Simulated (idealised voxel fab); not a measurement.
Title: Process Module voxel capacitor over wiring
The cross-section on display is named cut; it measures 235 nm wide, and its cells are 5 nm squares.
A cross-section is written here as square cells arranged in a grid, and it is given in bands from the top down, each band taking up one or more rows of cells. This entry defines a band. It first specifies the height of the band's top and the height of its bottom in nm, and then specifies the band's materials from left to right, stating each material with its width in nm. The word "full width" identifies a single material that fills the band from edge to edge, while the word "empty" identifies empty space. For the purposes of this specification, 0 denotes the height below which the wafer in its as-received condition is composed wholly of one material, and the lowermost band, lacking a lower limit, extends downward without end, as expressed in "z 0 and below". When a width is written as two numbers, as in "30->40", the first number is the width in the top row of cells of the band and the second is the width in its bottom row, and the width changes by the same amount from each row to the next. It should be understood that the words "remained unchanged", when stated for a given step, signify that the cross-section underwent no change in any of its cells during that step. Entry "Cavities, closed" = empty spaces >= 8 cells with no open way to the top; each as width x height at distance, distance from left edge, all nm. On a step's line, text after the settings is the simulator commenting on that step. overlay nm: step with mask; distance mask lay right of planned place; negative value = left of planned place.

The following list gives the planned process steps
| 1 | RECEIVE [material Si] |
| 2 | CONFORMAL_DEP [material SiO2] [thk nm 10] |
| 3 | DIRECTIONAL_DEP [material TiN] [thk nm 5] |
| 4 | DIRECTIONAL_DEP [material Ru] [thk nm 25] |
| 5 | DIRECTIONAL_DEP [material aC] [thk nm 10] |
| 6 | PATTERN [tone cover] [mask id METAL_1] [material resist] [width nm 30] [pitch nm 85] [thk nm 30] [overlay nm 0] |
| 7 | DIRECTIONAL_ETCH [etch materials aC] [depth nm 10] |
| 8 | STRIP [etch materials resist] |
| 9 | DIRECTIONAL_ETCH [etch materials Ru] [depth nm 25] |
| 10 | DIRECTIONAL_ETCH [etch materials TiN] [depth nm 5] |
| 11 | STRIP [etch materials aC] |
| 12 | CONFORMAL_DEP [material SiCN] [thk nm 5] |
| 13 | FILL_DEP [material lowk] [thk nm 5] |
| 14 | CMP [height nm 40] |
| 15 | CONFORMAL_DEP [material SiCN] [thk nm 5] |
| 16 | DIRECTIONAL_DEP [material SiO2] [thk nm 10] |
| 17 | MASKED_ETCH [tone open] [mask id PLUG_1] [width nm 15] [etch materials SiO2] [depth nm 10] [overlay nm 0] |
| 18 | MASKED_ETCH [tone open] [mask id PLUG_1] [width nm 15] [etch materials SiCN] [depth nm 5] [overlay nm 0] |
| 19 | EPI [material Ru] [thk nm 10] |
| 20 | EPI [material Ru] [thk nm 5] |
| 21 | DIRECTIONAL_DEP [material TiN] [thk nm 10] |
| 22 | DIRECTIONAL_DEP [material Al2O3] [thk nm 5] |
| 23 | DIRECTIONAL_DEP [material TiN] [thk nm 5] |
| 24 | DIRECTIONAL_DEP [material aC] [thk nm 10] |
| 25 | PATTERN [tone cover] [mask id UPPER_PLATE] [material resist] [width nm 60] [thk nm 30] [overlay nm 0] |
| 26 | DIRECTIONAL_ETCH [etch materials aC] [depth nm 10] |
| 27 | STRIP [etch materials resist] |
| 28 | DIRECTIONAL_ETCH [etch materials TiN] [depth nm 5] |
| 29 | DIRECTIONAL_ETCH [etch materials Al2O3] [depth nm 5] |
| 30 | STRIP [etch materials aC] |
| 31 | MASKED_ETCH [tone cover] [mask id LOWER_PLATE] [width nm 70] [etch materials TiN] [depth nm 10] [overlay nm 0] |
| 32 | FILL_DEP [material SiO2] [thk nm 20] |
| 33 | CMP [height nm 90] |
| 34 | DIRECTIONAL_DEP [material aC] [thk nm 15] |
| 35 | PATTERN [tone open] [mask id PLUG_2] [material resist] [width nm 15] [thk nm 30] [overlay nm 0] |
| 36 | DIRECTIONAL_ETCH [etch materials aC] [depth nm 15] |
| 37 | STRIP [etch materials resist] |
| 38 | DIRECTIONAL_ETCH [etch materials SiO2] [depth nm 15] |
| 39 | STRIP [etch materials aC] |
| 40 | CONFORMAL_DEP [material TiN] [thk nm 5] |
| 41 | FILL_DEP [material W] [thk nm 5] |
| 42 | CMP [height nm 90] |
| 43 | CONFORMAL_DEP [material SiCN] [thk nm 5] |

Cross-section of the wafer as it came to us, i.e., already through step 1
  z 0 and below: Si full width
  Cavities, closed: none

Final cross-section, module run with one mistake (start and plan as above)
  z 95 to 90: SiCN full width
  z 90 to 80: SiO2 85 nm; TiN 5 nm; W 5 nm; TiN 5 nm; SiO2 135 nm
  z 80 to 70: SiO2 85->75 nm; TiN 15->60 nm; SiO2 135->100 nm
  z 70 to 65: SiO2 75 nm; Al2O3 60 nm; SiO2 100 nm
  z 65 to 55: SiO2 70 nm; TiN 70 nm; SiO2 95 nm
  z 55 to 45: SiO2 75 nm; Ru 15 nm; SiO2 145 nm
  z 45 to 40: SiCN 75 nm; Ru 15 nm; SiCN 145 nm
  z 40 to 15: lowk 55 nm; SiCN 5 nm; Ru 35 nm; SiCN 5 nm; lowk 40 nm; SiCN 5 nm; Ru 35 nm; SiCN 5 nm; lowk 50 nm
  z 15 to 10: SiCN 60 nm; TiN 35 nm; SiCN 50 nm; TiN 35 nm; SiCN 55 nm
  z 10 to 0: SiO2 full width
  z 0 and below: Si full width
  Cavities, closed: none
Deviation from plan: for step 6, the planned setting was not used; the step was instead run as PATTERN [tone cover] [mask id METAL_1] [material resist] [width nm 35] [pitch nm 85] [thk nm 30] [overlay nm 0]
